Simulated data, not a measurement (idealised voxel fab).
Proc. module: voxel transistor to metal
Shown is cross-section cut, with a width of 185 nm and square cells of size 5 nm.
Reading order for cross-sections: top band down to bottom band. Underlying form: a grid of square cells. Band size: one or more rows of cells.
The entry gives the band's vertical extent as a top height and a bottom height in nm, then its horizontal make-up as materials from left to right, each with a width in nm. "blank" stands for empty space; a single material marked "edge to edge" fills the band edge to edge.
Heights from 0 (as-received wafer is one material below). Bottom band endless downward, as "0 -> down".
So if you see something like "30..40" for the width, read it as the top row of the band sitting at the first number and the bottom row at the second, with every row in between moving by the same amount as the last.
"left unchanged" after a step means that no cell of the cross-section changed.
"Voids, fully enclosed": empty spaces of 8 cells or more with no open way to the top, each given as width x height at distance, distance from the left edge, all in nm.
Post-settings text on a step line: simulator's own remark regarding the step.
overlay nm, on a step with a mask: how far to the right of its planned place the mask lay; to the left if negative

# Steps planned for the process
| 1 | RECEIVE, material Si |
| 2 | CONFORMAL_DEP, material SiO2, thk nm 5 |
| 3 | CONFORMAL_DEP, material SiN, thk nm 10 |
| 4 | MASKED_ETCH, tone cover, mask id ACTIVE, width nm 110, etch materials SiN, depth nm 10, overlay nm 0 |
| 5 | MASKED_ETCH, tone cover, mask id ACTIVE, width nm 110, etch materials SiO2, depth nm 5, overlay nm 0 |
| 6 | MASKED_ETCH, tone cover, mask id ACTIVE, width nm 110, etch materials Si, depth nm 35, overlay nm 0 |
| 7 | OXIDIZE, depth nm 5 |
| 8 | FILL_DEP, material SiO2, thk nm 10 |
| 9 | CMP, height nm 15 |
| 10 | SELECTIVE_ETCH, etch materials SiO2, depth nm 5 |
| 11 | STRIP, etch materials SiN |
| 12 | SELECTIVE_ETCH, etch materials SiO2, depth nm 5 |
| 13 | OXIDIZE, depth nm 5 |
| 14 | DIRECTIONAL_DEP, material polySi, thk nm 30 |
| 15 | DIRECTIONAL_DEP, material SiCN, thk nm 10 |
| 16 | MASKED_ETCH, tone cover, mask id GATE, width nm 30, etch materials SiCN, depth nm 20, overlay nm 0 |
| 17 | MASKED_ETCH, tone cover, mask id GATE, width nm 30, etch materials polySi, depth nm 40, overlay nm 0 |
| 18 | CONFORMAL_DEP, material SiN, thk nm 10 |
| 19 | DIRECTIONAL_ETCH, etch materials SiN, depth nm 10 |
| 20 | DIRECTIONAL_ETCH, etch materials SiO2, depth nm 5 |
| 21 | DIRECTIONAL_ETCH, etch materials Si, depth nm 10 |
| 22 | EPI, material pSi, thk nm 10 |
| 23 | FILL_DEP, material SiO2, thk nm 5 |
| 24 | CMP, height nm 30 |
| 25 | STRIP, etch materials polySi |
| 26 | SELECTIVE_ETCH, etch materials SiO2, depth nm 5 |
| 27 | CONFORMAL_DEP, material HfO2, thk nm 5 |
| 28 | CONFORMAL_DEP, material TiN, thk nm 5 |
| 29 | FILL_DEP, material W, thk nm 5 |
| 30 | CMP, height nm 25 |
| 31 | DIRECTIONAL_DEP, material SiO2, thk nm 10 |
| 32 | MASKED_ETCH, tone open, mask id CONTACT, width nm 20, pitch nm 80, etch materials SiO2, depth nm 40, overlay nm 0 |
| 33 | CONFORMAL_DEP, material TiN, thk nm 5 |
| 34 | FILL_DEP, material Ru, thk nm 5 |
| 35 | CMP, height nm 35 |
| 36 | DIRECTIONAL_DEP, material TiN, thk nm 5 |
| 37 | DIRECTIONAL_DEP, material Ru, thk nm 15 |
| 38 | PATTERN, tone cover, mask id METAL_1, material resist, width nm 20, pitch nm 80, thk nm 15, overlay nm 0 |
| 39 | DIRECTIONAL_ETCH, etch materials Ru, depth nm 15 |
| 40 | DIRECTIONAL_ETCH, etch materials TiN, depth nm 5 |
| 41 | STRIP, etch materials resist |
| 42 | CONFORMAL_DEP, material SiCN, thk nm 5 |
| 43 | FILL_DEP, material lowk, thk nm 10 |
| 44 | CMP, height nm 55 |
| 45 | CONFORMAL_DEP, material SiCN, thk nm 5 |
| 46 | DIRECTIONAL_DEP, material SiO2, thk nm 25 |
| 47 | DIRECTIONAL_DEP, material aC, thk nm 15 |
| 48 | PATTERN, tone open, mask id METAL_2_HOLES, material resist, width nm 15, pitch nm 80, thk nm 30, overlay nm 0 |
| 49 | DIRECTIONAL_ETCH, etch materials aC, depth nm 15 |
| 50 | STRIP, etch materials resist |
| 51 | DIRECTIONAL_ETCH, etch materials SiO2, depth nm 25 |
| 52 | STRIP, etch materials aC |
| 53 | DIRECTIONAL_DEP, material aC, thk nm 10 |
| 54 | PATTERN, tone open, mask id METAL_2, material resist, width nm 20, pitch nm 80, thk nm 30, overlay nm 0 |
| 55 | DIRECTIONAL_ETCH, etch materials aC, depth nm 10 |
| 56 | STRIP, etch materials resist |
| 57 | DIRECTIONAL_ETCH, etch materials SiO2, depth nm 15 |
| 58 | DIRECTIONAL_ETCH, etch materials SiCN, depth nm 5 |
| 59 | STRIP, etch materials aC |
| 60 | CONFORMAL_DEP, material TiN, thk nm 5 |
| 61 | FILL_DEP, material Cu, thk nm 5 |
| 62 | CMP, height nm 85 |
| 63 | CONFORMAL_DEP, material SiN, thk nm 5 |
All wafers enter the flow in the same state. The depth nm at step 10 differs from wafer to wafer, and the plan gives the value for the first wafer.

# Cross-section of the first of several received wafers, showing its state after step 1
- 0 -> down = Si edge to edge
- Voids, fully enclosed: none

# Wafer cross-section (first of several) - module end, post step 63 (last step)
- 90 -> 85 = SiN edge to edge
- 85 -> 75 = SiO2 40 nm, then TiN 5 nm, then Cu 10 nm, then TiN 5 nm, then SiO2 60 nm, then TiN 5 nm, then Cu 10 nm, then TiN 5 nm, then SiO2 45 nm
- 75 -> 70 = SiO2 40 nm, then TiN 5 nm, then Cu 5 nm, then TiN 10 nm, then SiO2 60 nm, then TiN 5 nm, then Cu 5 nm, then TiN 10 nm, then SiO2 45 nm
- 70 -> 60 = SiO2 40 nm, then TiN 5 nm, then Cu 5 nm, then TiN 5 nm, then SiO2 65 nm, then TiN 5 nm, then Cu 5 nm, then TiN 5 nm, then SiO2 50 nm
- 60 -> 55 = SiCN 40 nm, then TiN 15 nm, then SiCN 65 nm, then TiN 15 nm, then SiCN 50 nm
- 55 -> 40 = lowk 35 nm, then SiCN 5 nm, then Ru 20 nm, then SiCN 5 nm, then lowk 50 nm, then SiCN 5 nm, then Ru 20 nm, then SiCN 5 nm, then lowk 40 nm
- 40 -> 35 = SiCN 40 nm, then TiN 20 nm, then SiCN 60 nm, then TiN 20 nm, then SiCN 45 nm
- 35 -> 25 = SiO2 40 nm, then TiN 5 nm, then Ru 10 nm, then TiN 5 nm, then SiO2 60 nm, then TiN 5 nm, then Ru 10 nm, then TiN 5 nm, then SiO2 45 nm
- 25 -> 10 = SiO2 40 nm, then TiN 5 nm, then Ru 10 nm, then TiN 5 nm, then SiO2 5 nm, then SiN 10 nm, then HfO2 5 nm, then TiN 5 nm, then W 10 nm, then TiN 5 nm, then HfO2 5 nm, then SiN 10 nm, then SiO2 5 nm, then TiN 5 nm, then Ru 10 nm, then TiN 5 nm, then SiO2 45 nm
- 10 -> 5 = SiO2 40 nm, then TiN 5 nm, then Ru 5 nm, then TiN 10 nm, then SiO2 5 nm, then SiN 10 nm, then HfO2 5 nm, then TiN 5 nm, then W 10 nm, then TiN 5 nm, then HfO2 5 nm, then SiN 10 nm, then SiO2 5 nm, then TiN 10 nm, then Ru 5 nm, then TiN 5 nm, then SiO2 45 nm
- 5 -> 0 = SiO2 30 nm, then SiN 10 nm, then TiN 5 nm, then Ru 5 nm, then TiN 5 nm, then pSi 10 nm, then SiN 10 nm, then HfO2 5 nm, then TiN 20 nm, then HfO2 5 nm, then SiN 10 nm, then pSi 10 nm, then TiN 5 nm, then Ru 5 nm, then TiN 5 nm, then SiN 10 nm, then SiO2 35 nm
- 0 -> -5 = SiO2 40 nm, then TiN 15 nm, then pSi 10 nm, then SiO2 5 nm, then HfO2 40 nm, then SiO2 5 nm, then pSi 10 nm, then TiN 15 nm, then SiO2 45 nm
- -5 -> -15 = SiO2 40 nm, then pSi 25 nm, then Si 50 nm, then pSi 25 nm, then SiO2 45 nm
- -15 -> -40 = SiO2 40 nm, then Si 100 nm, then SiO2 45 nm
- -40 -> down = Si edge to edge
- Voids, fully enclosed: none

# Last wafer of the set, cross-sectioned at end of module
- 90 -> 85 = SiN edge to edge
- 85 -> 75 = SiO2 40 nm, then TiN 5 nm, then Cu 10 nm, then TiN 5 nm, then SiO2 60 nm, then TiN 5 nm, then Cu 10 nm, then TiN 5 nm, then SiO2 45 nm
- 75 -> 70 = SiO2 40 nm, then TiN 5 nm, then Cu 5 nm, then TiN 10 nm, then SiO2 60 nm, then TiN 5 nm, then Cu 5 nm, then TiN 10 nm, then SiO2 45 nm
- 70 -> 60 = SiO2 40 nm, then TiN 5 nm, then Cu 5 nm, then TiN 5 nm, then SiO2 65 nm, then TiN 5 nm, then Cu 5 nm, then TiN 5 nm, then SiO2 50 nm
- 60 -> 55 = SiCN 40 nm, then TiN 15 nm, then SiCN 65 nm, then TiN 15 nm, then SiCN 50 nm
- 55 -> 40 = lowk 35 nm, then SiCN 5 nm, then Ru 20 nm, then SiCN 5 nm, then lowk 50 nm, then SiCN 5 nm, then Ru 20 nm, then SiCN 5 nm, then lowk 40 nm
- 40 -> 35 = SiCN 40 nm, then TiN 20 nm, then SiCN 60 nm, then TiN 20 nm, then SiCN 45 nm
- 35 -> 25 = SiO2 40 nm, then TiN 5 nm, then Ru 10 nm, then TiN 5 nm, then SiO2 60 nm, then TiN 5 nm, then Ru 10 nm, then TiN 5 nm, then SiO2 45 nm
- 25 -> 10 = SiO2 40 nm, then TiN 5 nm, then Ru 10 nm, then TiN 5 nm, then SiO2 5 nm, then SiN 10 nm, then HfO2 5 nm, then TiN 5 nm, then W 10 nm, then TiN 5 nm, then HfO2 5 nm, then SiN 10 nm, then SiO2 5 nm, then TiN 5 nm, then Ru 10 nm, then TiN 5 nm, then SiO2 45 nm
- 10 -> 5 = SiO2 40 nm, then TiN 5 nm, then Ru 5 nm, then TiN 10 nm, then SiO2 5 nm, then SiN 10 nm, then HfO2 5 nm, then TiN 5 nm, then W 10 nm, then TiN 5 nm, then HfO2 5 nm, then SiN 10 nm, then SiO2 5 nm, then TiN 10 nm, then Ru 5 nm, then TiN 5 nm, then SiO2 45 nm
- 5 -> 0 = SiO2 40 nm, then TiN 5 nm, then Ru 5 nm, then TiN 5 nm, then pSi 10 nm, then SiN 10 nm, then HfO2 5 nm, then TiN 20 nm, then HfO2 5 nm, then SiN 10 nm, then pSi 10 nm, then TiN 5 nm, then Ru 5 nm, then TiN 5 nm, then SiO2 45 nm
- 0 -> -5 = SiO2 30 nm, then SiN 10 nm, then TiN 15 nm, then pSi 10 nm, then SiO2 5 nm, then HfO2 40 nm, then SiO2 5 nm, then pSi 10 nm, then TiN 15 nm, then SiN 10 nm, then SiO2 35 nm
- -5 -> -15 = SiO2 30 nm, then SiN 10 nm, then SiO2 5 nm, then pSi 20 nm, then Si 50 nm, then pSi 20 nm, then SiO2 5 nm, then SiN 10 nm, then SiO2 35 nm
- -15 -> -20 = SiO2 45 nm, then Si 90 nm, then SiO2 50 nm
- -20 -> -40 = SiO2 40 nm, then Si 100 nm, then SiO2 45 nm
- -40 -> down = Si edge to edge
- Voids, fully enclosed: none

# Take any row and you have a wafer at the end of the module: how many cells of each material it has gained (+) or lost (-) since it was received, and then its closed voids
depth nm 5 | +14 Cu | +18 HfO2 | +48 Ru | -176 Si | +72 SiCN | +61 SiN | +434 SiO2 | +84 TiN | +8 W | +75 lowk | +28 pSi | Voids, fully enclosed: none
depth nm 10 | +14 Cu | +18 HfO2 | +48 Ru | -176 Si | +72 SiCN | +57 SiN | +438 SiO2 | +84 TiN | +8 W | +75 lowk | +28 pSi | Voids, fully enclosed: none
depth nm 15 | +14 Cu | +18 HfO2 | +46 Ru | -174 Si | +72 SiCN | +61 SiN | +436 SiO2 | +80 TiN | +8 W | +75 lowk | +30 pSi | Voids, fully enclosed: none
depth nm 20 | +14 Cu | +18 HfO2 | +48 Ru | -176 Si | +72 SiCN | +65 SiN | +434 SiO2 | +84 TiN | +8 W | +75 lowk | +24 pSi | Voids, fully enclosed: none
depth nm 25 | +14 Cu | +18 HfO2 | +48 Ru | -178 Si | +72 SiCN | +69 SiN | +432 SiO2 | +84 TiN | +8 W | +75 lowk | +24 pSi | Voids, fully enclosed: none
